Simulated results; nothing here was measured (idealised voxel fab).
Process module under the name voxel self aligned contacts
For reference, the cross-section in this document is cut, with width 205 nm and square cells of 5 nm.
We lay out every cross-section as a grid of square cells and spell it out in bands from the top down, where one band means one or more rows of cells.
The band entry comprises the height of the band's top followed by the height of its bottom, expressed in nm, and subsequently the band's materials from left to right, each stated together with its width in nm. Where a single material is marked with the word "edge to edge", that material fills the band from edge to edge. The word "empty" represents empty space.
Heights are measured from 0, the level below which the as-received wafer is all one material; the lowest band has no bottom and continues downward, written as in "0..down".
Width "30 to 40": first value at the band's top row of cells, second value at its bottom row, equal change from row to row.
"no alterations made" -> step changed no cross-section cell.
Heads up: "Voids lacking openings" only lists the empty pockets with no open path to the top that are 8 cells or more, and it writes them as width x height at distance, distance from the left edge, in nm.
Text after the settings on a step's line: the simulator's own remark on that step.
overlay nm: where the mask lay relative to plan, measured to the right, on steps with a mask; negatives go left.
# Planned step list for the process
| 1 | RECEIVE: material Si |
| 2 | CONFORMAL_DEP: material SiO2, thk nm 5 |
| 3 | DIRECTIONAL_DEP: material polySi, thk nm 25 |
| 4 | DIRECTIONAL_DEP: material SiN, thk nm 20 |
| 5 | MASKED_ETCH: tone cover, mask id GATE, width nm 25, pitch nm 60, etch materials SiN, depth nm 20, overlay nm 0 |
| 6 | MASKED_ETCH: tone cover, mask id GATE, width nm 25, pitch nm 60, etch materials polySi, depth nm 25, overlay nm 0 |
| 7 | CONFORMAL_DEP: material SiN, thk nm 10 |
| 8 | DIRECTIONAL_ETCH: etch materials SiN, depth nm 10 |
| 9 | FILL_DEP: material SiO2, thk nm 10 |
| 10 | CMP: height nm 55 |
| 11 | DIRECTIONAL_DEP: material aC, thk nm 10 |
| 12 | PATTERN: tone open, mask id CONTACT, material resist, width nm 45, pitch nm 60, thk nm 30, overlay nm 0 |
| 13 | DIRECTIONAL_ETCH: etch materials aC, depth nm 10 |
| 14 | STRIP: etch materials resist |
| 15 | DIRECTIONAL_ETCH: etch materials SiO2, depth nm 55 |
| 16 | STRIP: etch materials aC |
| 17 | CONFORMAL_DEP: material TiN, thk nm 5 |
| 18 | FILL_DEP: material Ru, thk nm 5 |
| 19 | CMP: height nm 55 |
| 20 | CONFORMAL_DEP: material SiN, thk nm 5 |
# Received-state cross-section, reflecting completion of step 1
	0..down  Si edge to edge
	Voids lacking openings: none
# Module complete, cross-section. Starting point and plan per above. One mistake made in running the module
	60..55  SiN edge to edge
	55..50  50 nm SiO2; 15 nm TiN; 15 nm Ru; 15 nm TiN; 15 nm SiO2; 15 nm TiN; 15 nm Ru; 15 nm TiN; 50 nm SiO2
	50..35  25 nm SiO2; 35 nm SiN; 5 nm TiN; 15 nm Ru; 5 nm TiN; 35 nm SiN; 5 nm TiN; 15 nm Ru; 5 nm TiN; 35 nm SiN; 25 nm SiO2
	35..30  25 nm SiO2; 35 nm SiN; 10 nm TiN; 5 nm Ru; 10 nm TiN; 35 nm SiN; 10 nm TiN; 5 nm Ru; 10 nm TiN; 35 nm SiN; 25 nm SiO2
	30..5  20 nm SiO2; 10 nm SiN; 25 nm polySi; 10 nm SiN; 5 nm TiN; 5 nm Ru; 5 nm TiN; 10 nm SiN; 25 nm polySi; 10 nm SiN; 5 nm TiN; 5 nm Ru; 5 nm TiN; 10 nm SiN; 25 nm polySi; 10 nm SiN; 20 nm SiO2
	5..0  65 nm SiO2; 15 nm TiN; 45 nm SiO2; 15 nm TiN; 65 nm SiO2
	0..down  Si edge to edge
	Voids lacking openings: none
Run error: step 5 off recipe, ran as MASKED_ETCH: tone cover, mask id GATE, width nm 15, pitch nm 60, etch materials SiN, depth nm 20, overlay nm 0
